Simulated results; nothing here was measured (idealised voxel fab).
Herein follows the process module entitled voxel tone inversion.
We display cut, a cross-section 250 nm in width whose square cells are each 5 nm.
How to read a cross-section here: the picture is a grid of square cells, written as bands going from the top down, and any band can span one or more rows of cells.
Within each band entry, the heights of the top and of the bottom of the band appear first, in that order and in nm; the materials of the band then follow from left to right, each with its corresponding width in nm. The designation "throughout" on a single material indicates that it fills the band from edge to edge; the designation "blank" indicates empty space.
All heights in this document are referenced to 0, defined as the level beneath which the wafer, as received, consists entirely of one material. The lowest band is not bounded below; it extends indefinitely downward and is written in the form "0..down".
Quick explanation for "30 to 40": the width changes in equal steps down the rows of cells, from the first number in the band's top row to the second number in its bottom row.
The designation "no alteration", where it is given for a processing step, indicates that no cell of the cross-section was altered in the course of that step.
The entry titled "Sealed cavities" provides the empty spaces that have no open way to the top, restricted to those of 8 cells or more. Each is presented as width x height at distance, the distance being measured from the left edge, with all three in nm.
Past the settings on a step's line: simulator remark, on that step.
Each step line may optionally specify "overlay nm", which for a step with a mask gives the rightward distance between the mask's planned place and where it lay, a negative value indicating the leftward direction.

# This section lists the process steps that were planned
- 1: RECEIVE,material Si
- 2: CONFORMAL_DEP,material SiN,thk nm 5
- 3: DIRECTIONAL_DEP,material polySi,thk nm 25
- 4: PATTERN,tone cover,mask id POSTS,material resist,width nm 20,pitch nm 35,thk nm 30,overlay nm 0
- 5: DIRECTIONAL_ETCH,etch materials polySi,depth nm 25
- 6: STRIP,etch materials resist
- 7: FILL_DEP,material SiO2,thk nm 5
- 8: CMP,height nm 30
- 9: STRIP,etch materials polySi

# as received, after step 1
* 0..down = Si throughout
* Sealed cavities: none

# Cross-sectional result after module completion. Note: starting condition and plan are unchanged from above; one processing mistake was made
* 30..25 = SiN throughout
* 25..0 = polySi throughout
* 0..down = Si throughout
* Sealed cavities: none
Diagnosis: so 2 and 3 got swapped relative to the plan, each ran where the other was supposed to
